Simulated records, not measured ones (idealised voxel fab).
process module | voxel trench capacitor
cross-section cut | 210 nm wide | cells 5 nm
A cross-section is a grid of square cells, given in bands from the top down. A band is one or more rows of cells.
Each band's line starts with the height of the band's top and of its bottom, in nm. Then come its materials from left to right, each with its width in nm. One material with "throughout" fills the band from edge to edge. "air" is empty space.
Height 0 is the level under which the wafer as received is all one material. The lowest band goes on downwards, as in "0 down".
A width such as "30 to 40" changes by the same amount from each row of cells to the next, from the band's top row to its bottom row.
"no change" after a step means that no cell of the cross-section changed.
closed voids: empty space of 8 cells or more with no open way to the top, each as width x height at its distance from the left edge, in nm
after a step's settings: what the simulator itself notes on the step
overlay nm, on a step with a mask: how far to the right of its planned place the mask lay; to the left if negative
plan
1 op RECEIVE | material Si
2 op CONFORMAL_DEP | material SiN | thk nm 5
3 op MASKED_ETCH | tone open | mask id TRENCH | width nm 30 | pitch nm 60 | etch materials SiN | depth nm 5 | overlay nm 0
4 op MASKED_ETCH | tone open | mask id TRENCH | width nm 30 | pitch nm 60 | etch materials Si | depth nm 30 | overlay nm 0
5 op CONFORMAL_DEP | material Al2O3 | thk nm 5
6 op CONFORMAL_DEP | material TiN | thk nm 5
7 op FILL_DEP | material W | thk nm 10
8 op CMP | height nm 5
as received, after step 1
  0 down: Si throughout
  closed voids: none
a wafer at the end: this start, this plan, one mistake
  5 to 0: Al2O3 30 | SiN 30 | Al2O3 30 | SiN 30 | Al2O3 30 | SiN 30 | Al2O3 30
  0 down: Si throughout
  closed voids: none
what went wrong: step 3 ran as: op MASKED_ETCH | tone cover | mask id TRENCH | width nm 30 | pitch nm 60 | etch materials SiN | depth nm 5 | overlay nm 0
